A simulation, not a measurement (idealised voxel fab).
process module | voxel gate over fins
cross-section cut | 265 nm wide | cells 5 nm
A cross-section is a grid of square cells, given in bands from the top down. A band is one or more rows of cells.
Each band's line starts with the height of the band's top and of its bottom, in nm. Then come its materials from left to right, each with its width in nm. One material with "throughout" fills the band from edge to edge. "air" is empty space.
Height 0 is the level under which the wafer as received is all one material. The lowest band goes on downwards, as in "0 down".
A width such as "30 to 40" changes by the same amount from each row of cells to the next, from the band's top row to its bottom row.
"no change" after a step means that no cell of the cross-section changed.
closed voids: empty space of 8 cells or more with no open way to the top, each as width x height at its distance from the left edge, in nm
after a step's settings: what the simulator itself notes on the step
overlay nm, on a step with a mask: how far to the right of its planned place the mask lay; to the left if negative
plan
1 op RECEIVE | material Si
2 op CONFORMAL_DEP | material SiN | thk nm 5
3 op DIRECTIONAL_DEP | material aC | thk nm 15
4 op PATTERN | tone cover | mask id FINS | material resist | width nm 15 | pitch nm 40 | thk nm 35 | overlay nm 0
5 op DIRECTIONAL_ETCH | etch materials aC | depth nm 15
6 op STRIP | etch materials resist
7 op DIRECTIONAL_ETCH | etch materials SiN | depth nm 5
8 op DIRECTIONAL_ETCH | etch materials Si | depth nm 40
9 op STRIP | etch materials aC
10 op FILL_DEP | material SiO2 | thk nm 10
11 op CMP | height nm 5
12 op SELECTIVE_ETCH | etch materials SiO2 | depth nm 15
13 op STRIP | etch materials SiN
14 op CONFORMAL_DEP | material HfO2 | thk nm 5
15 op CONFORMAL_DEP | material TiN | thk nm 5
16 op FILL_DEP | material W | thk nm 15
17 op CMP | height nm 20
18 op CONFORMAL_DEP | material SiCN | thk nm 5
varied across the wafers: width nm of step 4. The plan shows the first wafer's value. All wafers start alike
first wafer as received, after step 1
  0 down: Si throughout
  closed voids: none
first wafer at the end, after step 18
  25 to 20: SiCN throughout
  20 to 10: W throughout
  10 to 5: W 95 | TiN 35 | W 5 | TiN 35 | W 95
  5 to 0: W 95 | TiN 5 | HfO2 25 | TiN 5 | W 5 | TiN 5 | HfO2 25 | TiN 5 | W 95
  0 to -5: TiN 100 | HfO2 5 | Si 15 | HfO2 5 | TiN 15 | HfO2 5 | Si 15 | HfO2 5 | TiN 100
  -5 to -10: HfO2 105 | Si 15 | HfO2 25 | Si 15 | HfO2 105
  -10 to -40: SiO2 105 | Si 15 | SiO2 25 | Si 15 | SiO2 105
  -40 down: Si throughout
  closed voids: none
last wafer at the end
  25 to 20: SiCN throughout
  20 to 10: W throughout
  10 to 5: W 90 | TiN 85 | W 90
  5 to 0: W 90 | TiN 5 | HfO2 35 | TiN 5 | HfO2 35 | TiN 5 | W 90
  0 to -5: TiN 95 | HfO2 5 | Si 25 | HfO2 5 | TiN 5 | HfO2 5 | Si 25 | HfO2 5 | TiN 95
  -5 to -10: HfO2 100 | Si 25 | HfO2 15 | Si 25 | HfO2 100
  -10 to -40: SiO2 100 | Si 25 | SiO2 15 | Si 25 | SiO2 100
  -40 down: Si throughout
  closed voids: none
each wafer at the end: cells of each material gained (+) or lost (-) since it was received, then its closed voids
width nm 15 | +61 HfO2 | -376 Si | +53 SiCN | +282 SiO2 | +61 TiN | +184 W | closed voids: none
width nm 20 | +61 HfO2 | -360 Si | +53 SiCN | +270 SiO2 | +61 TiN | +180 W | closed voids: none
width nm 25 | +61 HfO2 | -344 Si | +53 SiCN | +258 SiO2 | +59 TiN | +178 W | closed voids: none
